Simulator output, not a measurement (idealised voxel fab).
process module | voxel wiring stack
cross-section cut | 255 nm wide | cells 5 nm
A cross-section is a grid of square cells, given in bands from the top down. A band is one or more rows of cells.
Each band's line starts with the height of the band's top and of its bottom, in nm. Then come its materials from left to right, each with its width in nm. One material with "throughout" fills the band from edge to edge. "air" is empty space.
Height 0 is the level under which the wafer as received is all one material. The lowest band goes on downwards, as in "0 down".
A width such as "30 to 40" changes by the same amount from each row of cells to the next, from the band's top row to its bottom row.
"no change" after a step means that no cell of the cross-section changed.
closed voids: empty space of 8 cells or more with no open way to the top, each as width x height at its distance from the left edge, in nm
after a step's settings: what the simulator itself notes on the step
overlay nm, on a step with a mask: how far to the right of its planned place the mask lay; to the left if negative
plan
1 op RECEIVE | material Si
2 op CONFORMAL_DEP | material SiO2 | thk nm 10
3 op CONFORMAL_DEP | material SiCN | thk nm 5
4 op DIRECTIONAL_DEP | material SiO2 | thk nm 15
5 op MASKED_ETCH | tone open | mask id METAL_1 | width nm 20 | pitch nm 50 | etch materials SiO2 | depth nm 15 | overlay nm 0
6 op MASKED_ETCH | tone open | mask id METAL_1 | width nm 20 | pitch nm 50 | etch materials SiCN | depth nm 5 | overlay nm 0
7 op CONFORMAL_DEP | material TiN | thk nm 5
8 op FILL_DEP | material Cu | thk nm 10
9 op CMP | height nm 30
10 op CONFORMAL_DEP | material SiCN | thk nm 5
11 op DIRECTIONAL_DEP | material SiO2 | thk nm 15
12 op MASKED_ETCH | tone open | mask id PLUG_1 | width nm 15 | pitch nm 100 | etch materials SiO2 | depth nm 15 | overlay nm 0
13 op MASKED_ETCH | tone open | mask id PLUG_1 | width nm 15 | pitch nm 100 | etch materials SiCN | depth nm 5 | overlay nm 0
14 op EPI | material Ru | thk nm 10
15 op EPI | material Ru | thk nm 10
16 op DIRECTIONAL_DEP | material TiN | thk nm 5
17 op DIRECTIONAL_DEP | material Ru | thk nm 20
18 op MASKED_ETCH | tone cover | mask id METAL_2 | width nm 20 | pitch nm 50 | etch materials Ru | depth nm 20 | overlay nm 0
19 op MASKED_ETCH | tone cover | mask id METAL_2 | width nm 20 | pitch nm 50 | etch materials TiN | depth nm 5 | overlay nm 0
20 op FILL_DEP | material lowk | thk nm 5
21 op CMP | height nm 75
22 op CONFORMAL_DEP | material SiCN | thk nm 5
as received, after step 1
  0 down: Si throughout
  closed voids: none
first wafer at the end, as planned
  80 to 75: SiCN throughout
  75 to 55: lowk 40 | Ru 20 | lowk 30 | Ru 20 | lowk 30 | Ru 20 | lowk 30 | Ru 20 | lowk 45
  55 to 50: lowk 40 | TiN 20 | lowk 30 | TiN 20 | lowk 30 | TiN 20 | lowk 30 | TiN 20 | lowk 45
  50 to 35: SiO2 40 | Ru 15 | SiO2 85 | Ru 15 | SiO2 100
  35 to 30: SiCN 40 | Ru 15 | SiCN 85 | Ru 15 | SiCN 100
  30 to 15: SiO2 40 | TiN 5 | Cu 10 | TiN 5 | SiO2 30 | TiN 5 | Cu 10 | TiN 5 | SiO2 30 | TiN 5 | Cu 10 | TiN 5 | SiO2 30 | TiN 5 | Cu 10 | TiN 5 | SiO2 45
  15 to 10: SiCN 40 | TiN 20 | SiCN 30 | TiN 20 | SiCN 30 | TiN 20 | SiCN 30 | TiN 20 | SiCN 45
  10 to 0: SiO2 throughout
  0 down: Si throughout
  closed voids: none
second wafer at the end: like start, like plan, one mistake
  80 to 75: SiCN throughout
  75 to 65: lowk 40 | Ru 20 | lowk 80 | Ru 20 | lowk 95
  65 to 55: lowk 40 | Ru 20 | lowk 30 | Ru 20 | lowk 30 | Ru 20 | lowk 30 | Ru 20 | lowk 45
  55 to 50: lowk 40 | TiN 20 | lowk 30 | Ru 20 | lowk 30 | TiN 20 | lowk 30 | Ru 20 | lowk 45
  50 to 45: lowk 30 | Ru 35 | lowk 25 | Ru 20 | lowk 20 | Ru 35 | lowk 25 | Ru 20 | lowk 45
  45 to 40: lowk 30 | Ru 35 | lowk 25 | TiN 20 | lowk 20 | Ru 35 | lowk 25 | TiN 20 | lowk 45
  40 to 35: SiO2 40 | Ru 15 | SiO2 85 | Ru 15 | SiO2 100
  35 to 30: SiCN 40 | Ru 15 | SiCN 85 | Ru 15 | SiCN 100
  30 to 15: SiO2 40 | TiN 5 | Cu 10 | TiN 5 | SiO2 30 | TiN 5 | Cu 10 | TiN 5 | SiO2 30 | TiN 5 | Cu 10 | TiN 5 | SiO2 30 | TiN 5 | Cu 10 | TiN 5 | SiO2 45
  15 to 10: SiCN 40 | TiN 20 | SiCN 30 | TiN 20 | SiCN 30 | TiN 20 | SiCN 30 | TiN 20 | SiCN 45
  10 to 0: SiO2 throughout
  0 down: Si throughout
  closed voids: none
what went wrong: step 11 ran as: op DIRECTIONAL_DEP | material SiO2 | thk nm 5
at the end the second wafer has, in cells: 16 more of Ru | 90 fewer of SiO2 | 74 more of lowk
